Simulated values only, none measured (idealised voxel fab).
Presented below is a process module, voxel lift off.
For reference, the cross-section in this document is cut, with width 185 nm and square cells of 5 nm.
Notation: cross-section as square-cell grid; stated in bands, top first, going down; one or more cell rows per band. Heads up on the band format: heights come first, top then bottom, in nm. After that it's the materials left to right, each with its width in nm. A single material flagged "full width" fills the whole band edge to edge, and "air" means there's empty space there. Heights are reckoned from 0. Under this level, the received wafer is all of one material. The bottommost band is open-ended downward, for example "top 0, no bottom". The width entry "30..40" should be interpreted row by row: the top row of cells in the band takes the first number, the bottom row takes the second number, and the change between adjacent rows is uniform throughout. Where the words "no modification" appear for a step, the cross-section shows no cell changed by that step; every cell remained as before. "Sealed cavities": empty spaces of 8 cells or more with no open way to the top, each given as width x height at distance, distance from the left edge, all in nm. It should be noted that, on the line of a given step, the content following the step's settings is a remark produced by the simulator itself with respect to that step. "overlay nm", when on a step's line for a step with a mask, measures how far to the right of its planned place the mask lay; a negative measure means to the left.
The following list gives the planned process steps
1 RECEIVE with material Si
2 CONFORMAL_DEP with material SiO2, thk nm 15
3 PATTERN with tone open, mask id LINES, material resist, width nm 25, pitch nm 55, thk nm 25, overlay nm 0
4 DIRECTIONAL_DEP with material Ru, thk nm 10
5 STRIP with etch materials resist
6 CONFORMAL_DEP with material SiO2, thk nm 10
Received-state cross-section, reflecting completion of step 1
    top 0, no bottom: Si full width
    Sealed cavities: none
Cross-sectional image of the first of two wafers at the end of the module, the run having proceeded as planned
    top 35, bottom 25: 40 air | 45 SiO2 | 10 air | 45 SiO2 | 45 air
    top 25, bottom 15: 50 SiO2 | 25 Ru | 30 SiO2 | 25 Ru | 55 SiO2
    top 15, bottom 0: SiO2 full width
    top 0, no bottom: Si full width
    Sealed cavities: none
The second wafer, shown in cross-section after the module: started the same way as the first and given the same plan, yet one mistake crept into how it was run
    top 35, bottom 25: 60 SiO2 | 5 air | 50 SiO2 | 5 air | 65 SiO2
    top 25, bottom 15: 50 Ru | 25 SiO2 | 30 Ru | 25 SiO2 | 55 Ru
    top 15, bottom 0: SiO2 full width
    top 0, no bottom: Si full width
    Sealed cavities: none
Against the plan, the run slipped here: step 3 was run on a setting that differed from the plan, and what really ran there is PATTERN with tone cover, mask id LINES, material resist, width nm 25, pitch nm 55, thk nm 25, overlay nm 0
Final tally in cells, some materials are higher or lower on the second wafer than on the first: +34 Ru
